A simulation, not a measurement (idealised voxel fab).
A process module follows: voxel fin reveal.
Xsec cut, 160 nm wide, square cell size 5 nm.
This document writes a cross-section as a grid whose cells are square, and gives it as bands, listed from the top down; one or more rows of cells form a band. Each band's line starts with the height of the band's top and of its bottom, in nm. Then come its materials from left to right, each with its width in nm. One material with "throughout" fills the band from edge to edge. "air" is empty space. Heights are measured from 0, the level below which the as-received wafer is all one material; the lowest band has no bottom and continues downward, written as in "0 and below". Read "30..40" as a graded width: first number on top, second number at the bottom, same change between each pair of neighbouring rows. Where a step carries "remained unchanged", the cross-section came out of it unchanged, cell for cell. The entry titled "Cavities, closed" provides the empty spaces that have no open way to the top, restricted to those of 8 cells or more. Each is presented as width x height at distance, the distance being measured from the left edge, with all three in nm. Heads up: the bit after the settings on a step's line is the simulator's remark on that step. The optional step-line setting "overlay nm" applies to steps with a mask and quantifies how far to the right of its planned location the mask lay, a negative value indicating leftward placement.
# Planned step list for the process
1: RECEIVE: material Si
2: CONFORMAL_DEP: material SiN, thk nm 5
3: MASKED_ETCH: tone cover, mask id FINS, width nm 15, pitch nm 45, etch materials SiN, depth nm 5, overlay nm 0
4: MASKED_ETCH: tone cover, mask id FINS, width nm 15, pitch nm 45, etch materials Si, depth nm 30, overlay nm 0
5: OXIDIZE: depth nm 5
6: FILL_DEP: material SiO2, thk nm 10
7: CMP: height nm 5
8: SELECTIVE_ETCH: etch materials SiO2, depth nm 25
9: STRIP: etch materials SiN
10: CONFORMAL_DEP: material SiO2, thk nm 5
# First of two wafers, processed according to plan
# Cross-section of the wafer upon arrival, representing the state reached after step 1
* 0 and below: Si throughout
* Cavities, closed: none
# Wafer xsec, post step 2
* 5 down to 0: SiN throughout
* below 0: unchanged
# Wafer xsec, post step 3
* 5 down to 0: 50 nm air, then 15 nm SiN, then 30 nm air, then 15 nm SiN, then 50 nm air
* below 0: unchanged
# Wafer xsec, post step 4
* 5 down to 0: 50 nm air, then 15 nm SiN, then 30 nm air, then 15 nm SiN, then 50 nm air
* 0 down to -30: 50 nm air, then 15 nm Si, then 30 nm air, then 15 nm Si, then 50 nm air
* below -30: unchanged
# Wafer xsec, post step 5
* 5 down to 0: 50 nm air, then 15 nm SiN, then 30 nm air, then 15 nm SiN, then 50 nm air
* 0 down to -30: 50 nm air, then 5 nm SiO2, then 5 nm Si, then 5 nm SiO2, then 30 nm air, then 5 nm SiO2, then 5 nm Si, then 5 nm SiO2, then 50 nm air
* -30 down to -35: 55 nm SiO2, then 5 nm Si, then 40 nm SiO2, then 5 nm Si, then 55 nm SiO2
* below -35: unchanged
# Wafer xsec, post step 6
* 15 down to 5: SiO2 throughout
* 5 down to 0: 50 nm SiO2, then 15 nm SiN, then 30 nm SiO2, then 15 nm SiN, then 50 nm SiO2
* 0 down to -35: 55 nm SiO2, then 5 nm Si, then 40 nm SiO2, then 5 nm Si, then 55 nm SiO2
* below -35: unchanged
# Wafer xsec, post step 7
* 5 down to 0: 50 nm SiO2, then 15 nm SiN, then 30 nm SiO2, then 15 nm SiN, then 50 nm SiO2
* below 0: unchanged
# Wafer xsec, post step 8
* 5 down to 0: 50 nm air, then 15 nm SiN, then 30 nm air, then 15 nm SiN, then 50 nm air
* 0 down to -20: 55 nm air, then 5 nm Si, then 40 nm air, then 5 nm Si, then 55 nm air
* below -20: unchanged
# Wafer xsec, post step 9
* 0 down to -20: 55 nm air, then 5 nm Si, then 40 nm air, then 5 nm Si, then 55 nm air
* below -20: unchanged
# Wafer xsec, post step 10
* 5 down to 0: 50 nm air, then 15 nm SiO2, then 30 nm air, then 15 nm SiO2, then 50 nm air
* 0 down to -15: 50 nm air, then 5 nm SiO2, then 5 nm Si, then 5 nm SiO2, then 30 nm air, then 5 nm SiO2, then 5 nm Si, then 5 nm SiO2, then 50 nm air
* -15 down to -35: 55 nm SiO2, then 5 nm Si, then 40 nm SiO2, then 5 nm Si, then 55 nm SiO2
* below -35: unchanged
# Second wafer. Start and plan as for the first. One mistake made in running. Agrees with the first up to and including step 5
# Second wafer, sectioned view, at step 6's planned end time
* 15 down to 0: SiN throughout
* 0 down to -30: 50 nm SiN, then 5 nm SiO2, then 5 nm Si, then 5 nm SiO2, then 30 nm SiN, then 5 nm SiO2, then 5 nm Si, then 5 nm SiO2, then 50 nm SiN
* below -30: unchanged
# Second wafer, sectioned view, at step 7's planned end time
* 5 down to 0: SiN throughout
* below 0: unchanged
Second wafer, sectioned view, at step 8's planned end time: remained unchanged
# Second wafer, sectioned view, at step 9's planned end time
* 0 down to -30: 50 nm air, then 5 nm SiO2, then 5 nm Si, then 5 nm SiO2, then 30 nm air, then 5 nm SiO2, then 5 nm Si, then 5 nm SiO2, then 50 nm air
* below -30: unchanged
# Second wafer, sectioned view, at step 10's planned end time
* 5 down to 0: 45 nm air, then 25 nm SiO2, then 20 nm air, then 25 nm SiO2, then 45 nm air
* 0 down to -25: 45 nm air, then 10 nm SiO2, then 5 nm Si, then 10 nm SiO2, then 20 nm air, then 10 nm SiO2, then 5 nm Si, then 10 nm SiO2, then 45 nm air
* -25 down to -35: 55 nm SiO2, then 5 nm Si, then 40 nm SiO2, then 5 nm Si, then 55 nm SiO2
* below -35: unchanged
Which mistake was made when the wafer was run? step 6 was not run as planned; what actually ran was FILL_DEP: material SiN, thk nm 10
Count the cells at the end and the second wafer has more or fewer of some materials than the first: -28 SiO2
